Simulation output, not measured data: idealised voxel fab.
Process module name: voxel transistor to metal
Cross-section cut spans 285 nm and uses square cells 5 nm in size.
Each cross-section below is a grid of square cells, stated as bands in top-down order, with one or more rows of cells making up each band.
Band: top and bottom heights (nm) first, top before bottom; then materials from left to right, widths in nm. "edge to edge" marks a sole material filling the band edge to edge. "air" denotes empty space.
For the purposes of this specification, 0 denotes the height below which the wafer in its as-received condition is composed wholly of one material, and the lowermost band, lacking a lower limit, extends downward without end, as expressed in "z 0 and below".
Width "30..40": first value at the band's top row of cells, second value at its bottom row, equal change from row to row.
Step note "nothing got changed" = no cross-section cell changed.
"Closed void listing" contains a list of empty spaces, each no smaller than 8 cells and without an open way to the top, written in the form width x height at distance with the distance from the left edge and all three in nm.
On a step's line, text after the settings is the simulator commenting on that step.
overlay nm: mask right of planned place by this much (step with mask). Neg. = left.
Before/after cross-section pairs, one process step each; after shown to lowest changed band; step and settings beneath. Pairs may be from different runs of this module on the same starting wafer; a pair continues from the one above only where its "Prior to step" entry says so.
### Prior to step
z 0 and below: Si edge to edge
Closed void listing: none
### State After Step
z 0 to -5: SiO2 edge to edge
For the remainder of the cross-section, below -5, there is no change.
Closed void listing: none
To go from the before cross-section above to the after cross-section, apply OXIDIZE [depth nm 5]
Prior to step: The structure entering this step is exactly what the pair just above shows after its step.
### State After Step
z 10 to 0: SiN edge to edge
For the remainder of the cross-section, below 0, there is no change.
Closed void listing: none
To go from the before cross-section above to the after cross-section, apply CONFORMAL_DEP [material SiN] [thk nm 10]
Prior to step: The structure entering this step is exactly what the pair just above shows after its step.
### State After Step
z 10 to 0: air: 15 / SiN: 110 / air: 30 / SiN: 110 / air: 20
For the remainder of the cross-section, below 0, there is no change.
Closed void listing: none
To go from the before cross-section above to the after cross-section, apply MASKED_ETCH [tone cover] [mask id ACTIVE] [width nm 110] [pitch nm 140] [etch materials SiN] [depth nm 10] [overlay nm 0]
Prior to step: The structure entering this step is exactly what the pair just above shows after its step.
### State After Step
z 10 to 0: air: 15 / SiN: 110 / air: 30 / SiN: 110 / air: 20
z 0 to -5: air: 15 / SiO2: 110 / air: 30 / SiO2: 110 / air: 20
For the remainder of the cross-section, below -5, there is no change.
Closed void listing: none
To go from the before cross-section above to the after cross-section, apply MASKED_ETCH [tone cover] [mask id ACTIVE] [width nm 110] [pitch nm 140] [etch materials SiO2] [depth nm 5] [overlay nm 0]
Prior to step: The structure entering this step is exactly what the pair just above shows after its step.
### State After Step
z 10 to 0: air: 15 / SiN: 110 / air: 30 / SiN: 110 / air: 20
z 0 to -5: air: 15 / SiO2: 110 / air: 30 / SiO2: 110 / air: 20
z -5 to -40: air: 15 / Si: 110 / air: 30 / Si: 110 / air: 20
For the remainder of the cross-section, below -40, there is no change.
Closed void listing: none
To go from the before cross-section above to the after cross-section, apply MASKED_ETCH [tone cover] [mask id ACTIVE] [width nm 110] [pitch nm 140] [etch materials Si] [depth nm 35] [overlay nm 0]
Prior to step: The structure entering this step is exactly what the pair just above shows after its step.
### State After Step
z 10 to 0: air: 15 / SiN: 110 / air: 30 / SiN: 110 / air: 20
z 0 to -5: air: 15 / SiO2: 110 / air: 30 / SiO2: 110 / air: 20
z -5 to -40: air: 15 / SiO2: 5 / Si: 100 / SiO2: 5 / air: 30 / SiO2: 5 / Si: 100 / SiO2: 5 / air: 20
z -40 to -45: SiO2: 20 / Si: 100 / SiO2: 40 / Si: 100 / SiO2: 25
For the remainder of the cross-section, below -45, there is no change.
Closed void listing: none
To go from the before cross-section above to the after cross-section, apply OXIDIZE [depth nm 5]
Prior to step: The structure entering this step is exactly what the pair just above shows after its step.
### State After Step
z 15 to 10: SiO2 edge to edge
z 10 to 0: SiO2: 15 / SiN: 110 / SiO2: 30 / SiN: 110 / SiO2: 20
z 0 to -5: SiO2 edge to edge
z -5 to -45: SiO2: 20 / Si: 100 / SiO2: 40 / Si: 100 / SiO2: 25
For the remainder of the cross-section, below -45, there is no change.
Closed void listing: none
To go from the before cross-section above to the after cross-section, apply FILL_DEP [material SiO2] [thk nm 5]
Prior to step: The structure entering this step is exactly what the pair just above shows after its step.
### State After Step
z 10 to 0: SiO2: 15 / SiN: 110 / SiO2: 30 / SiN: 110 / SiO2: 20
For the remainder of the cross-section, below 0, there is no change.
Closed void listing: none
To go from the before cross-section above to the after cross-section, apply CMP [height nm 10]
Prior to step: The structure entering this step is exactly what the pair just above shows after its step.
### State After Step
z 10 to 0: air: 15 / SiN: 110 / air: 30 / SiN: 110 / air: 20
For the remainder of the cross-section, below 0, there is no change.
Closed void listing: none
To go from the before cross-section above to the after cross-section, apply SELECTIVE_ETCH [etch materials SiO2] [depth nm 10]
Prior to step: The structure entering this step is exactly what the pair just above shows after its step.
### State After Step
z 0 to -5: SiO2 edge to edge
For the remainder of the cross-section, below -5, there is no change.
Closed void listing: none
To go from the before cross-section above to the after cross-section, apply STRIP [etch materials SiN]
Prior to step: The structure entering this step is exactly what the pair just above shows after its step.
### State After Step
z -5 to -45: SiO2: 20 / Si: 100 / SiO2: 40 / Si: 100 / SiO2: 25
For the remainder of the cross-section, below -45, there is no change.
Closed void listing: none
To go from the before cross-section above to the after cross-section, apply SELECTIVE_ETCH [etch materials SiO2] [depth nm 5]
Prior to step: The structure entering this step is exactly what the pair just above shows after its step.
### State After Step
z -5 to -10: SiO2 edge to edge
For the remainder of the cross-section, below -10, there is no change.
Closed void listing: none
To go from the before cross-section above to the after cross-section, apply OXIDIZE [depth nm 5]
Prior to step: The structure entering this step is exactly what the pair just above shows after its step.
### State After Step
z 25 to -5: polySi edge to edge
For the remainder of the cross-section, below -5, there is no change.
Closed void listing: none
To go from the before cross-section above to the after cross-section, apply DIRECTIONAL_DEP [material polySi] [thk nm 30]
Prior to step: The structure entering this step is exactly what the pair just above shows after its step.
### State After Step
z 40 to 25: SiCN edge to edge
For the remainder of the cross-section, below 25, there is no change.
Closed void listing: none
To go from the before cross-section above to the after cross-section, apply DIRECTIONAL_DEP [material SiCN] [thk nm 15]
Prior to step: The structure entering this step is exactly what the pair just above shows after its step.
### State After Step
z 55 to 40: aC edge to edge
For the remainder of the cross-section, below 40, there is no change.
Closed void listing: none
To go from the before cross-section above to the after cross-section, apply DIRECTIONAL_DEP [material aC] [thk nm 15]
Prior to step: The structure entering this step is exactly what the pair just above shows after its step.
### State After Step
z 85 to 55: air: 60 / resist: 20 / air: 120 / resist: 20 / air: 65
For the remainder of the cross-section, below 55, there is no change.
Closed void listing: none
To go from the before cross-section above to the after cross-section, apply PATTERN [tone cover] [mask id GATE] [material resist] [width nm 20] [pitch nm 140] [thk nm 30] [overlay nm 0]
Prior to step: The structure entering this step is exactly what the pair just above shows after its step.
### State After Step
z 70 to 55: air: 60 / resist: 20 / air: 120 / resist: 20 / air: 65
z 55 to 40: air: 60 / aC: 20 / air: 120 / aC: 20 / air: 65
For the remainder of the cross-section, below 40, there is no change.
Closed void listing: none
To go from the before cross-section above to the after cross-section, apply DIRECTIONAL_ETCH [etch materials aC] [depth nm 15]
Prior to step: The structure entering this step is exactly what the pair just above shows after its step.
### State After Step
z 55 to 40: air: 60 / aC: 20 / air: 120 / aC: 20 / air: 65
For the remainder of the cross-section, below 40, there is no change.
Closed void listing: none
To go from the before cross-section above to the after cross-section, apply STRIP [etch materials resist]
Prior to step: The structure entering this step is exactly what the pair just above shows after its step.
### State After Step
z 55 to 40: air: 60 / aC: 20 / air: 120 / aC: 20 / air: 65
z 40 to 25: air: 60 / SiCN: 20 / air: 120 / SiCN: 20 / air: 65
For the remainder of the cross-section, below 25, there is no change.
Closed void listing: none
To go from the before cross-section above to the after cross-section, apply DIRECTIONAL_ETCH [etch materials SiCN] [depth nm 25]
Prior to step: The structure entering this step is exactly what the pair just above shows after its step.
### State After Step
z 55 to 40: air: 60 / aC: 20 / air: 120 / aC: 20 / air: 65
z 40 to 25: air: 60 / SiCN: 20 / air: 120 / SiCN: 20 / air: 65
z 25 to -5: air: 60 / polySi: 20 / air: 120 / polySi: 20 / air: 65
For the remainder of the cross-section, below -5, there is no change.
Closed void listing: none
To go from the before cross-section above to the after cross-section, apply DIRECTIONAL_ETCH [etch materials polySi] [depth nm 40]
Prior to step: The structure entering this step is exactly what the pair just above shows after its step.
### State After Step
z 40 to 25: air: 60 / SiCN: 20 / air: 120 / SiCN: 20 / air: 65
For the remainder of the cross-section, below 25, there is no change.
Closed void listing: none
To go from the before cross-section above to the after cross-section, apply STRIP [etch materials aC]
Prior to step: The structure entering this step is exactly what the pair just above shows after its step.
### State After Step
z 45 to 40: air: 55 / SiO2: 30 / air: 110 / SiO2: 30 / air: 60
z 40 to 25: air: 55 / SiO2: 5 / SiCN: 20 / SiO2: 5 / air: 110 / SiO2: 5 / SiCN: 20 / SiO2: 5 / air: 60
z 25 to 0: air: 55 / SiO2: 5 / polySi: 20 / SiO2: 5 / air: 110 / SiO2: 5 / polySi: 20 / SiO2: 5 / air: 60
z 0 to -5: SiO2: 60 / polySi: 20 / SiO2: 120 / polySi: 20 / SiO2: 65
For the remainder of the cross-section, below -5, there is no change.
Closed void listing: none
To go from the before cross-section above to the after cross-section, apply CONFORMAL_DEP [material SiO2] [thk nm 5]
Prior to step: The structure entering this step is exactly what the pair just above shows after its step.
### State After Step
z 40 to 25: air: 55 / SiO2: 5 / SiCN: 20 / SiO2: 5 / air: 110 / SiO2: 5 / SiCN: 20 / SiO2: 5 / air: 60
z 25 to -5: air: 55 / SiO2: 5 / polySi: 20 / SiO2: 5 / air: 110 / SiO2: 5 / polySi: 20 / SiO2: 5 / air: 60
For the remainder of the cross-section, below -5, there is no change.
Closed void listing: none
To go from the before cross-section above to the after cross-section, apply DIRECTIONAL_ETCH [etch materials SiO2] [depth nm 5]
Prior to step: The structure entering this step is exactly what the pair just above shows after its step.
### State After Step
z 45 to 40: air: 50 / SiN: 40 / air: 100 / SiN: 40 / air: 55
z 40 to 25: air: 50 / SiN: 5 / SiO2: 5 / SiCN: 20 / SiO2: 5 / SiN: 5 / air: 100 / SiN: 5 / SiO2: 5 / SiCN: 20 / SiO2: 5 / SiN: 5 / air: 55
z 25 to 0: air: 50 / SiN: 5 / SiO2: 5 / polySi: 20 / SiO2: 5 / SiN: 5 / air: 100 / SiN: 5 / SiO2: 5 / polySi: 20 / SiO2: 5 / SiN: 5 / air: 55
z 0 to -5: SiN: 55 / SiO2: 5 / polySi: 20 / SiO2: 5 / SiN: 110 / SiO2: 5 / polySi: 20 / SiO2: 5 / SiN: 60
For the remainder of the cross-section, below -5, there is no change.
Closed void listing: none
To go from the before cross-section above to the after cross-section, apply CONFORMAL_DEP [material SiN] [thk nm 5]
Prior to step: The structure entering this step is exactly what the pair just above shows after its step.
### State After Step
z 40 to 25: air: 50 / SiN: 5 / SiO2: 5 / SiCN: 20 / SiO2: 5 / SiN: 5 / air: 100 / SiN: 5 / SiO2: 5 / SiCN: 20 / SiO2: 5 / SiN: 5 / air: 55
z 25 to -5: air: 50 / SiN: 5 / SiO2: 5 / polySi: 20 / SiO2: 5 / SiN: 5 / air: 100 / SiN: 5 / SiO2: 5 / polySi: 20 / SiO2: 5 / SiN: 5 / air: 55
For the remainder of the cross-section, below -5, there is no change.
Closed void listing: none
To go from the before cross-section above to the after cross-section, apply DIRECTIONAL_ETCH [etch materials SiN] [depth nm 5]
Prior to step: The structure entering this step is exactly what the pair just above shows after its step.
### State After Step
z 40 to 35: air: 50 / SiN: 5 / air: 5 / SiCN: 20 / air: 5 / SiN: 5 / air: 100 / SiN: 5 / air: 5 / SiCN: 20 / air: 5 / SiN: 5 / air: 55
z 35 to 25: air: 50 / SiN: 5 / SiO2: 5 / SiCN: 20 / SiO2: 5 / SiN: 5 / air: 100 / SiN: 5 / SiO2: 5 / SiCN: 20 / SiO2: 5 / SiN: 5 / air: 55
z 25 to -5: air: 50 / SiN: 5 / SiO2: 5 / polySi: 20 / SiO2: 5 / SiN: 5 / air: 100 / SiN: 5 / SiO2: 5 / polySi: 20 / SiO2: 5 / SiN: 5 / air: 55
z -5 to -10: air: 50 / SiO2: 40 / air: 100 / SiO2: 40 / air: 55
For the remainder of the cross-section, below -10, there is no change.
Closed void listing: none
To go from the before cross-section above to the after cross-section, apply DIRECTIONAL_ETCH [etch materials SiO2] [depth nm 5]
Prior to step: The structure entering this step is exactly what the pair just above shows after its step.
### State After Step
z 40 to 35: air: 50 / SiN: 5 / air: 5 / SiCN: 20 / air: 5 / SiN: 5 / air: 100 / SiN: 5 / air: 5 / SiCN: 20 / air: 5 / SiN: 5 / air: 55
z 35 to 25: air: 50 / SiN: 5 / SiO2: 5 / SiCN: 20 / SiO2: 5 / SiN: 5 / air: 100 / SiN: 5 / SiO2: 5 / SiCN: 20 / SiO2: 5 / SiN: 5 / air: 55
z 25 to -5: air: 50 / SiN: 5 / SiO2: 5 / polySi: 20 / SiO2: 5 / SiN: 5 / air: 100 / SiN: 5 / SiO2: 5 / polySi: 20 / SiO2: 5 / SiN: 5 / air: 55
z -5 to -10: air: 15 / pSi: 35 / SiO2: 40 / pSi: 35 / air: 30 / pSi: 35 / SiO2: 40 / pSi: 35 / air: 20
For the remainder of the cross-section, below -10, there is no change.
Closed void listing: none
To go from the before cross-section above to the after cross-section, apply EPI [material pSi] [thk nm 5]
Prior to step: The structure entering this step is exactly what the pair just above shows after its step.
### State After Step
z 50 to 40: SiO2 edge to edge
z 40 to 25: SiO2: 50 / SiN: 5 / SiO2: 5 / SiCN: 20 / SiO2: 5 / SiN: 5 / SiO2: 100 / SiN: 5 / SiO2: 5 / SiCN: 20 / SiO2: 5 / SiN: 5 / SiO2: 55
z 25 to -5: SiO2: 50 / SiN: 5 / SiO2: 5 / polySi: 20 / SiO2: 5 / SiN: 5 / SiO2: 100 / SiN: 5 / SiO2: 5 / polySi: 20 / SiO2: 5 / SiN: 5 / SiO2: 55
z -5 to -10: SiO2: 15 / pSi: 35 / SiO2: 40 / pSi: 35 / SiO2: 30 / pSi: 35 / SiO2: 40 / pSi: 35 / SiO2: 20
For the remainder of the cross-section, below -10, there is no change.
Closed void listing: none
To go from the before cross-section above to the after cross-section, apply FILL_DEP [material SiO2] [thk nm 10]
Prior to step: The structure entering this step is exactly what the pair just above shows after its step.
### State After Step
z 40 to 25: SiO2: 50 / SiN: 5 / SiO2: 5 / SiCN: 20 / SiO2: 5 / SiN: 5 / SiO2: 100 / SiN: 5 / SiO2: 5 / SiCN: 20 / SiO2: 5 / SiN: 5 / SiO2: 55
For the remainder of the cross-section, below 25, there is no change.
Closed void listing: none
To go from the before cross-section above to the after cross-section, apply CMP [height nm 40]
Prior to step: The structure entering this step is exactly what the pair just above shows after its step.
### State After Step
z 55 to 40: SiO2 edge to edge
For the remainder of the cross-section, below 40, there is no change.
Closed void listing: none
To go from the before cross-section above to the after cross-section, apply DIRECTIONAL_DEP [material SiO2] [thk nm 15]
Prior to step: The structure entering this step is exactly what the pair just above shows after its step.
### State After Step
z 75 to 55: resist: 25 / air: 20 / resist: 50 / air: 20 / resist: 50 / air: 20 / resist: 50 / air: 20 / resist: 30
For the remainder of the cross-section, below 55, there is no change.
Closed void listing: none
To go from the before cross-section above to the after cross-section, apply PATTERN [tone open] [mask id CONTACT] [material resist] [width nm 20] [pitch nm 70] [thk nm 20] [overlay nm 0]
Prior to step: The structure entering this step is exactly what the pair just above shows after its step.
### State After Step
z 75 to 55: resist: 25 / air: 20 / resist: 50 / air: 20 / resist: 50 / air: 20 / resist: 50 / air: 20 / resist: 30
z 55 to 40: SiO2: 25 / air: 20 / SiO2: 50 / air: 20 / SiO2: 50 / air: 20 / SiO2: 50 / air: 20 / SiO2: 30
z 40 to 25: SiO2: 25 / air: 20 / SiO2: 5 / SiN: 5 / SiO2: 5 / SiCN: 20 / SiO2: 5 / SiN: 5 / SiO2: 5 / air: 20 / SiO2: 50 / air: 20 / SiO2: 5 / SiN: 5 / SiO2: 5 / SiCN: 20 / SiO2: 5 / SiN: 5 / SiO2: 5 / air: 20 / SiO2: 30
z 25 to -5: SiO2: 25 / air: 20 / SiO2: 5 / SiN: 5 / SiO2: 5 / polySi: 20 / SiO2: 5 / SiN: 5 / SiO2: 5 / air: 20 / SiO2: 50 / air: 20 / SiO2: 5 / SiN: 5 / SiO2: 5 / polySi: 20 / SiO2: 5 / SiN: 5 / SiO2: 5 / air: 20 / SiO2: 30
For the remainder of the cross-section, below -5, there is no change.
Closed void listing: none
To go from the before cross-section above to the after cross-section, apply DIRECTIONAL_ETCH [etch materials SiO2] [depth nm 60]
Prior to step: The structure entering this step is exactly what the pair just above shows after its step.
### State After Step
z 55 to 40: SiO2: 25 / air: 20 / SiO2: 50 / air: 20 / SiO2: 50 / air: 20 / SiO2: 50 / air: 20 / SiO2: 30
For the remainder of the cross-section, below 40, there is no change.
Closed void listing: none
To go from the before cross-section above to the after cross-section, apply STRIP [etch materials resist]
Prior to step: The structure entering this step is exactly what the pair just above shows after its step.
### State After Step
z 60 to 55: TiN: 30 / air: 10 / TiN: 60 / air: 10 / TiN: 60 / air: 10 / TiN: 60 / air: 10 / TiN: 35
z 55 to 40: SiO2: 25 / TiN: 5 / air: 10 / TiN: 5 / SiO2: 50 / TiN: 5 / air: 10 / TiN: 5 / SiO2: 50 / TiN: 5 / air: 10 / TiN: 5 / SiO2: 50 / TiN: 5 / air: 10 / TiN: 5 / SiO2: 30
z 40 to 25: SiO2: 25 / TiN: 5 / air: 10 / TiN: 5 / SiO2: 5 / SiN: 5 / SiO2: 5 / SiCN: 20 / SiO2: 5 / SiN: 5 / SiO2: 5 / TiN: 5 / air: 10 / TiN: 5 / SiO2: 50 / TiN: 5 / air: 10 / TiN: 5 / SiO2: 5 / SiN: 5 / SiO2: 5 / SiCN: 20 / SiO2: 5 / SiN: 5 / SiO2: 5 / TiN: 5 / air: 10 / TiN: 5 / SiO2: 30
z 25 to 0: SiO2: 25 / TiN: 5 / air: 10 / TiN: 5 / SiO2: 5 / SiN: 5 / SiO2: 5 / polySi: 20 / SiO2: 5 / SiN: 5 / SiO2: 5 / TiN: 5 / air: 10 / TiN: 5 / SiO2: 50 / TiN: 5 / air: 10 / TiN: 5 / SiO2: 5 / SiN: 5 / SiO2: 5 / polySi: 20 / SiO2: 5 / SiN: 5 / SiO2: 5 / TiN: 5 / air: 10 / TiN: 5 / SiO2: 30
z 0 to -5: SiO2: 25 / TiN: 20 / SiO2: 5 / SiN: 5 / SiO2: 5 / polySi: 20 / SiO2: 5 / SiN: 5 / SiO2: 5 / TiN: 20 / SiO2: 50 / TiN: 20 / SiO2: 5 / SiN: 5 / SiO2: 5 / polySi: 20 / SiO2: 5 / SiN: 5 / SiO2: 5 / TiN: 20 / SiO2: 30
For the remainder of the cross-section, below -5, there is no change.
Closed void listing: none
To go from the before cross-section above to the after cross-section, apply CONFORMAL_DEP [material TiN] [thk nm 5]
Prior to step: The structure entering this step is exactly what the pair just above shows after its step.
### State After Step
z 65 to 60: W edge to edge
z 60 to 55: TiN: 30 / W: 10 / TiN: 60 / W: 10 / TiN: 60 / W: 10 / TiN: 60 / W: 10 / TiN: 35
z 55 to 40: SiO2: 25 / TiN: 5 / W: 10 / TiN: 5 / SiO2: 50 / TiN: 5 / W: 10 / TiN: 5 / SiO2: 50 / TiN: 5 / W: 10 / TiN: 5 / SiO2: 50 / TiN: 5 / W: 10 / TiN: 5 / SiO2: 30
z 40 to 25: SiO2: 25 / TiN: 5 / W: 10 / TiN: 5 / SiO2: 5 / SiN: 5 / SiO2: 5 / SiCN: 20 / SiO2: 5 / SiN: 5 / SiO2: 5 / TiN: 5 / W: 10 / TiN: 5 / SiO2: 50 / TiN: 5 / W: 10 / TiN: 5 / SiO2: 5 / SiN: 5 / SiO2: 5 / SiCN: 20 / SiO2: 5 / SiN: 5 / SiO2: 5 / TiN: 5 / W: 10 / TiN: 5 / SiO2: 30
z 25 to 0: SiO2: 25 / TiN: 5 / W: 10 / TiN: 5 / SiO2: 5 / SiN: 5 / SiO2: 5 / polySi: 20 / SiO2: 5 / SiN: 5 / SiO2: 5 / TiN: 5 / W: 10 / TiN: 5 / SiO2: 50 / TiN: 5 / W: 10 / TiN: 5 / SiO2: 5 / SiN: 5 / SiO2: 5 / polySi: 20 / SiO2: 5 / SiN: 5 / SiO2: 5 / TiN: 5 / W: 10 / TiN: 5 / SiO2: 30
For the remainder of the cross-section, below 0, there is no change.
Closed void listing: none
To go from the before cross-section above to the after cross-section, apply FILL_DEP [material W] [thk nm 5]
Prior to step: The structure entering this step is exactly what the pair just above shows after its step.
### State After Step
z 55 to 40: SiO2: 25 / TiN: 5 / W: 10 / TiN: 5 / SiO2: 50 / TiN: 5 / W: 10 / TiN: 5 / SiO2: 50 / TiN: 5 / W: 10 / TiN: 5 / SiO2: 50 / TiN: 5 / W: 10 / TiN: 5 / SiO2: 30
For the remainder of the cross-section, below 40, there is no change.
Closed void listing: none
To go from the before cross-section above to the after cross-section, apply CMP [height nm 55]
Prior to step: The structure entering this step is exactly what the pair just above shows after its step.
### State After Step
z 60 to 55: SiCN edge to edge
For the remainder of the cross-section, below 55, there is no change.
Closed void listing: none
To go from the before cross-section above to the after cross-section, apply CONFORMAL_DEP [material SiCN] [thk nm 5]
Prior to step: The structure entering this step is exactly what the pair just above shows after its step.
### State After Step
z 80 to 60: SiO2 edge to edge
For the remainder of the cross-section, below 60, there is no change.
Closed void listing: none
To go from the before cross-section above to the after cross-section, apply DIRECTIONAL_DEP [material SiO2] [thk nm 20]
Prior to step: The structure entering this step is exactly what the pair just above shows after its step.
### State After Step
z 95 to 80: resist: 25 / air: 20 / resist: 50 / air: 20 / resist: 50 / air: 20 / resist: 50 / air: 20 / resist: 30
For the remainder of the cross-section, below 80, there is no change.
Closed void listing: none
To go from the before cross-section above to the after cross-section, apply PATTERN [tone open] [mask id METAL_1] [material resist] [width nm 20] [pitch nm 70] [thk nm 15] [overlay nm 0]
Prior to step: The structure entering this step is exactly what the pair just above shows after its step.
### State After Step
z 95 to 80: resist: 25 / air: 20 / resist: 50 / air: 20 / resist: 50 / air: 20 / resist: 50 / air: 20 / resist: 30
z 80 to 60: SiO2: 25 / air: 20 / SiO2: 50 / air: 20 / SiO2: 50 / air: 20 / SiO2: 50 / air: 20 / SiO2: 30
For the remainder of the cross-section, below 60, there is no change.
Closed void listing: none
To go from the before cross-section above to the after cross-section, apply DIRECTIONAL_ETCH [etch materials SiO2] [depth nm 20]
Prior to step: The structure entering this step is exactly what the pair just above shows after its step.
### State After Step
z 95 to 80: resist: 25 / air: 20 / resist: 50 / air: 20 / resist: 50 / air: 20 / resist: 50 / air: 20 / resist: 30
z 80 to 60: SiO2: 25 / air: 20 / SiO2: 50 / air: 20 / SiO2: 50 / air: 20 / SiO2: 50 / air: 20 / SiO2: 30
z 60 to 55: SiCN: 25 / air: 20 / SiCN: 50 / air: 20 / SiCN: 50 / air: 20 / SiCN: 50 / air: 20 / SiCN: 30
For the remainder of the cross-section, below 55, there is no change.
Closed void listing: none
To go from the before cross-section above to the after cross-section, apply DIRECTIONAL_ETCH [etch materials SiCN] [depth nm 5]
Prior to step: The structure entering this step is exactly what the pair just above shows after its step.
### State After Step
z 80 to 60: SiO2: 25 / air: 20 / SiO2: 50 / air: 20 / SiO2: 50 / air: 20 / SiO2: 50 / air: 20 / SiO2: 30
For the remainder of the cross-section, below 60, there is no change.
Closed void listing: none
To go from the before cross-section above to the after cross-section, apply STRIP [etch materials resist]
Prior to step: The structure entering this step is exactly what the pair just above shows after its step.
### State After Step
z 85 to 80: TiN: 30 / air: 10 / TiN: 60 / air: 10 / TiN: 60 / air: 10 / TiN: 60 / air: 10 / TiN: 35
z 80 to 60: SiO2: 25 / TiN: 5 / air: 10 / TiN: 5 / SiO2: 50 / TiN: 5 / air: 10 / TiN: 5 / SiO2: 50 / TiN: 5 / air: 10 / TiN: 5 / SiO2: 50 / TiN: 5 / air: 10 / TiN: 5 / SiO2: 30
z 60 to 55: SiCN: 25 / TiN: 20 / SiCN: 50 / TiN: 20 / SiCN: 50 / TiN: 20 / SiCN: 50 / TiN: 20 / SiCN: 30
For the remainder of the cross-section, below 55, there is no change.
Closed void listing: none
To go from the before cross-section above to the after cross-section, apply CONFORMAL_DEP [material TiN] [thk nm 5]
Prior to step: The structure entering this step is exactly what the pair just above shows after its step.
### State After Step
z 95 to 85: Cu edge to edge
z 85 to 80: TiN: 30 / Cu: 10 / TiN: 60 / Cu: 10 / TiN: 60 / Cu: 10 / TiN: 60 / Cu: 10 / TiN: 35
z 80 to 60: SiO2: 25 / TiN: 5 / Cu: 10 / TiN: 5 / SiO2: 50 / TiN: 5 / Cu: 10 / TiN: 5 / SiO2: 50 / TiN: 5 / Cu: 10 / TiN: 5 / SiO2: 50 / TiN: 5 / Cu: 10 / TiN: 5 / SiO2: 30
For the remainder of the cross-section, below 60, there is no change.
Closed void listing: none
To go from the before cross-section above to the after cross-section, apply FILL_DEP [material Cu] [thk nm 10]
Prior to step: The structure entering this step is exactly what the pair just above shows after its step.
### State After Step
z 80 to 60: SiO2: 25 / TiN: 5 / Cu: 10 / TiN: 5 / SiO2: 50 / TiN: 5 / Cu: 10 / TiN: 5 / SiO2: 50 / TiN: 5 / Cu: 10 / TiN: 5 / SiO2: 50 / TiN: 5 / Cu: 10 / TiN: 5 / SiO2: 30
For the remainder of the cross-section, below 60, there is no change.
Closed void listing: none
To go from the before cross-section above to the after cross-section, apply CMP [height nm 80]
Prior to step: The structure entering this step is exactly what the pair just above shows after its step.
### State After Step
z 85 to 80: SiN edge to edge
For the remainder of the cross-section, below 80, there is no change.
Closed void listing: none
To go from the before cross-section above to the after cross-section, apply CONFORMAL_DEP [material SiN] [thk nm 5]
### Prior to step
z 95 to 85: Cu edge to edge
z 85 to 80: TiN: 30 / Cu: 10 / TiN: 60 / Cu: 10 / TiN: 60 / Cu: 10 / TiN: 60 / Cu: 10 / TiN: 35
z 80 to 60: SiO2: 25 / TiN: 5 / Cu: 10 / TiN: 5 / SiO2: 50 / TiN: 5 / Cu: 10 / TiN: 5 / SiO2: 50 / TiN: 5 / Cu: 10 / TiN: 5 / SiO2: 50 / TiN: 5 / Cu: 10 / TiN: 5 / SiO2: 30
z 60 to 55: SiCN: 25 / TiN: 20 / SiCN: 50 / TiN: 20 / SiCN: 50 / TiN: 20 / SiCN: 50 / TiN: 20 / SiCN: 30
z 55 to 40: SiO2: 25 / TiN: 5 / W: 10 / TiN: 5 / SiO2: 50 / TiN: 5 / W: 10 / TiN: 5 / SiO2: 50 / TiN: 5 / W: 10 / TiN: 5 / SiO2: 50 / TiN: 5 / W: 10 / TiN: 5 / SiO2: 30
z 40 to 25: SiO2: 25 / TiN: 5 / W: 10 / TiN: 5 / SiO2: 5 / SiN: 5 / SiO2: 5 / SiCN: 20 / SiO2: 5 / SiN: 5 / SiO2: 5 / TiN: 5 / W: 10 / TiN: 5 / SiO2: 50 / TiN: 5 / W: 10 / TiN: 5 / SiO2: 5 / SiN: 5 / SiO2: 5 / SiCN: 20 / SiO2: 5 / SiN: 5 / SiO2: 5 / TiN: 5 / W: 10 / TiN: 5 / SiO2: 30
z 25 to 0: SiO2: 25 / TiN: 5 / W: 10 / TiN: 5 / SiO2: 5 / SiN: 5 / SiO2: 5 / polySi: 20 / SiO2: 5 / SiN: 5 / SiO2: 5 / TiN: 5 / W: 10 / TiN: 5 / SiO2: 50 / TiN: 5 / W: 10 / TiN: 5 / SiO2: 5 / SiN: 5 / SiO2: 5 / polySi: 20 / SiO2: 5 / SiN: 5 / SiO2: 5 / TiN: 5 / W: 10 / TiN: 5 / SiO2: 30
z 0 to -5: SiO2: 25 / TiN: 20 / SiO2: 5 / SiN: 5 / SiO2: 5 / polySi: 20 / SiO2: 5 / SiN: 5 / SiO2: 5 / TiN: 20 / SiO2: 50 / TiN: 20 / SiO2: 5 / SiN: 5 / SiO2: 5 / polySi: 20 / SiO2: 5 / SiN: 5 / SiO2: 5 / TiN: 20 / SiO2: 30
z -5 to -10: SiO2: 15 / pSi: 35 / SiO2: 40 / pSi: 35 / SiO2: 30 / pSi: 35 / SiO2: 40 / pSi: 35 / SiO2: 20
z -10 to -45: SiO2: 20 / Si: 100 / SiO2: 40 / Si: 100 / SiO2: 25
z -45 and below: Si edge to edge
Closed void listing: none
### State After Step
z 100 to 95: SiN edge to edge
For the remainder of the cross-section, below 95, there is no change.
Closed void listing: none
To go from the before cross-section above to the after cross-section, apply CONFORMAL_DEP [material SiN] [thk nm 5]
### Prior to step
z 40 to 25: SiCN edge to edge
z 25 to -5: polySi edge to edge
z -5 to -10: SiO2 edge to edge
z -10 to -45: SiO2: 20 / Si: 100 / SiO2: 40 / Si: 100 / SiO2: 25
z -45 and below: Si edge to edge
Closed void listing: none
### State After Step
z 55 to 25: SiCN edge to edge
For the remainder of the cross-section, below 25, there is no change.
Closed void listing: none
To go from the before cross-section above to the after cross-section, apply DIRECTIONAL_DEP [material SiCN] [thk nm 15]
Prior to step: The structure entering this step is exactly what the pair just above shows after its step.
### State After Step
z 70 to 55: aC edge to edge
For the remainder of the cross-section, below 55, there is no change.
Closed void listing: none
To go from the before cross-section above to the after cross-section, apply DIRECTIONAL_DEP [material aC] [thk nm 15]
Prior to step: The structure entering this step is exactly what the pair just above shows after its step.
### State After Step
z 100 to 70: air: 60 / resist: 20 / air: 120 / resist: 20 / air: 65
For the remainder of the cross-section, below 70, there is no change.
Closed void listing: none
To go from the before cross-section above to the after cross-section, apply PATTERN [tone cover] [mask id GATE] [material resist] [width nm 20] [pitch nm 140] [thk nm 30] [overlay nm 0]
Prior to step: The structure entering this step is exactly what the pair just above shows after its step.
### State After Step
z 85 to 70: air: 60 / resist: 20 / air: 120 / resist: 20 / air: 65
z 70 to 55: air: 60 / aC: 20 / air: 120 / aC: 20 / air: 65
For the remainder of the cross-section, below 55, there is no change.
Closed void listing: none
To go from the before cross-section above to the after cross-section, apply DIRECTIONAL_ETCH [etch materials aC] [depth nm 15]
Prior to step: The structure entering this step is exactly what the pair just above shows after its step.
### State After Step
z 70 to 55: air: 60 / aC: 20 / air: 120 / aC: 20 / air: 65
For the remainder of the cross-section, below 55, there is no change.
Closed void listing: none
To go from the before cross-section above to the after cross-section, apply STRIP [etch materials resist]
